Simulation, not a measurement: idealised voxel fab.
Process module under the name voxel double patterning
Section cut is 165 nm wide and gridded with 5 nm square cells.
For the purposes of this document, a cross-section shall be understood as a grid of square cells, specified as bands listed in top-to-bottom order, each band consisting of one or more rows of cells. Quick guide to a band line: top height, bottom height (nm) up front; then every material left to right with its width in nm. Only one material and it's marked "throughout"? Then it fills the band edge to edge. And "air" just means empty space. We count height from 0. Below that, the starting wafer is all one material. The lowest band never ends at the bottom but goes on down; see "0 nm and below" for how that is written. Top row gets the first number, bottom row gets the second, and each row in between changes by the same step: that is how a band width like "30 to 40" works. Key: "no alteration" - step with no changed cell in the cross-section. This entry, "Fully sealed cavities", enumerates those empty regions of no fewer than 8 cells that possess no open connection to the top. Each region is reported in the form width x height at distance, the distance being taken from the left edge, with all three quantities expressed in nm. Heads up: the bit after the settings on a step's line is the simulator's remark on that step. On any step carrying a mask, the "overlay nm" setting, if present on the step's line, tells how far right of its planned place the mask lay; negative values point to the left.
# Planned step list for the process
1. RECEIVE,material Si
2. CONFORMAL_DEP,material SiN,thk nm 5
3. DIRECTIONAL_DEP,material SiO2,thk nm 15
4. DIRECTIONAL_DEP,material SiCN,thk nm 5
5. DIRECTIONAL_DEP,material aC,thk nm 15
6. PATTERN,tone open,mask id FIRST,material resist,width nm 15,pitch nm 50,thk nm 35,overlay nm 0
7. DIRECTIONAL_ETCH,etch materials aC,depth nm 15
8. STRIP,etch materials resist
9. DIRECTIONAL_ETCH,etch materials SiCN,depth nm 5
10. STRIP,etch materials aC
11. DIRECTIONAL_DEP,material aC,thk nm 15
12. PATTERN,tone open,mask id SECOND,material resist,width nm 15,thk nm 35,overlay nm 0
13. DIRECTIONAL_ETCH,etch materials aC,depth nm 15
14. STRIP,etch materials resist
15. DIRECTIONAL_ETCH,etch materials SiCN,depth nm 5
16. STRIP,etch materials aC
17. DIRECTIONAL_ETCH,etch materials SiO2,depth nm 15
18. STRIP,etch materials SiCN
# Below: the first of two wafers, run as planned
# Wafer cross-section on receipt, i.e. after step 1
  0 nm and below | Si throughout
  Fully sealed cavities: none
# Sectional view: wafer, after step 2
  5 nm to 0 nm | SiN throughout
  Beneath the level 0, the cross-section is identical to its previous state.
# Sectional view: wafer, after step 3
  20 nm to 5 nm | SiO2 throughout
  Beneath the level 5, the cross-section is identical to its previous state.
# Sectional view: wafer, after step 4
  25 nm to 20 nm | SiCN throughout
  Beneath the level 20, the cross-section is identical to its previous state.
# Sectional view: wafer, after step 5
  40 nm to 25 nm | aC throughout
  Beneath the level 25, the cross-section is identical to its previous state.
# Sectional view: wafer, after step 6
  75 nm to 40 nm | 50 of resist  15 of air  35 of resist  15 of air  50 of resist
  Beneath the level 40, the cross-section is identical to its previous state.
# Sectional view: wafer, after step 7
  60 nm to 40 nm | 50 of resist  15 of air  35 of resist  15 of air  50 of resist
  40 nm to 25 nm | 50 of aC  15 of air  35 of aC  15 of air  50 of aC
  Beneath the level 25, the cross-section is identical to its previous state.
# Sectional view: wafer, after step 8
  40 nm to 25 nm | 50 of aC  15 of air  35 of aC  15 of air  50 of aC
  Beneath the level 25, the cross-section is identical to its previous state.
# Sectional view: wafer, after step 9
  40 nm to 25 nm | 50 of aC  15 of air  35 of aC  15 of air  50 of aC
  25 nm to 20 nm | 50 of SiCN  15 of air  35 of SiCN  15 of air  50 of SiCN
  Beneath the level 20, the cross-section is identical to its previous state.
# Sectional view: wafer, after step 10
  25 nm to 20 nm | 50 of SiCN  15 of air  35 of SiCN  15 of air  50 of SiCN
  Beneath the level 20, the cross-section is identical to its previous state.
# Sectional view: wafer, after step 11
  40 nm to 35 nm | 50 of aC  15 of air  35 of aC  15 of air  50 of aC
  35 nm to 25 nm | aC throughout
  25 nm to 20 nm | 50 of SiCN  15 of aC  35 of SiCN  15 of aC  50 of SiCN
  Beneath the level 20, the cross-section is identical to its previous state.
# Sectional view: wafer, after step 12
  75 nm to 40 nm | 75 of resist  15 of air  75 of resist
  40 nm to 35 nm | 50 of aC  15 of resist  35 of aC  15 of resist  50 of aC
  Beneath the level 35, the cross-section is identical to its previous state.
# Sectional view: wafer, after step 13
  60 nm to 40 nm | 75 of resist  15 of air  75 of resist
  40 nm to 35 nm | 50 of aC  15 of resist  10 of aC  15 of air  10 of aC  15 of resist  50 of aC
  35 nm to 25 nm | 75 of aC  15 of air  75 of aC
  Beneath the level 25, the cross-section is identical to its previous state.
# Sectional view: wafer, after step 14
  40 nm to 35 nm | 50 of aC  15 of air  10 of aC  15 of air  10 of aC  15 of air  50 of aC
  Beneath the level 35, the cross-section is identical to its previous state.
# Sectional view: wafer, after step 15
  40 nm to 35 nm | 50 of aC  15 of air  10 of aC  15 of air  10 of aC  15 of air  50 of aC
  35 nm to 25 nm | 75 of aC  15 of air  75 of aC
  25 nm to 20 nm | 50 of SiCN  15 of aC  10 of SiCN  15 of air  10 of SiCN  15 of aC  50 of SiCN
  Beneath the level 20, the cross-section is identical to its previous state.
# Sectional view: wafer, after step 16
  25 nm to 20 nm | 50 of SiCN  15 of air  10 of SiCN  15 of air  10 of SiCN  15 of air  50 of SiCN
  Beneath the level 20, the cross-section is identical to its previous state.
# Sectional view: wafer, after step 17
  25 nm to 20 nm | 50 of SiCN  15 of air  10 of SiCN  15 of air  10 of SiCN  15 of air  50 of SiCN
  20 nm to 5 nm | 50 of SiO2  15 of air  10 of SiO2  15 of air  10 of SiO2  15 of air  50 of SiO2
  Beneath the level 5, the cross-section is identical to its previous state.
# Sectional view: wafer, after step 18
  20 nm to 5 nm | 50 of SiO2  15 of air  10 of SiO2  15 of air  10 of SiO2  15 of air  50 of SiO2
  Beneath the level 5, the cross-section is identical to its previous state.
# Wafer two. Identical start, identical plan. One mistake in execution. Identical history through step 11
# Second wafer shown in cross-section at the time step 12 was slated to end
  75 nm to 40 nm | 75 of air  15 of resist  75 of air
  Beneath the level 40, the cross-section is identical to its previous state.
# Second wafer shown in cross-section at the time step 13 was slated to end
  60 nm to 40 nm | 75 of air  15 of resist  75 of air
  40 nm to 25 nm | 75 of air  15 of aC  75 of air
  25 nm to 20 nm | 50 of SiCN  15 of air  35 of SiCN  15 of air  50 of SiCN
  Beneath the level 20, the cross-section is identical to its previous state.
# Second wafer shown in cross-section at the time step 14 was slated to end
  40 nm to 25 nm | 75 of air  15 of aC  75 of air
  Beneath the level 25, the cross-section is identical to its previous state.
# Second wafer shown in cross-section at the time step 15 was slated to end
  40 nm to 25 nm | 75 of air  15 of aC  75 of air
  25 nm to 20 nm | 75 of air  15 of SiCN  75 of air
  Beneath the level 20, the cross-section is identical to its previous state.
# Second wafer shown in cross-section at the time step 16 was slated to end
  25 nm to 20 nm | 75 of air  15 of SiCN  75 of air
  Beneath the level 20, the cross-section is identical to its previous state.
# Second wafer shown in cross-section at the time step 17 was slated to end
  25 nm to 20 nm | 75 of air  15 of SiCN  75 of air
  20 nm to 5 nm | 75 of air  15 of SiO2  75 of air
  Beneath the level 5, the cross-section is identical to its previous state.
# Second wafer shown in cross-section at the time step 18 was slated to end
  20 nm to 5 nm | 75 of air  15 of SiO2  75 of air
  Beneath the level 5, the cross-section is identical to its previous state.
What went wrong in running the wafer? planned and actual differ for step 12; actual: PATTERN,tone cover,mask id SECOND,material resist,width nm 15,thk nm 35,overlay nm 0
The second wafer ends with more or fewer cells of some materials than the first, per final count: 63 fewer of SiO2
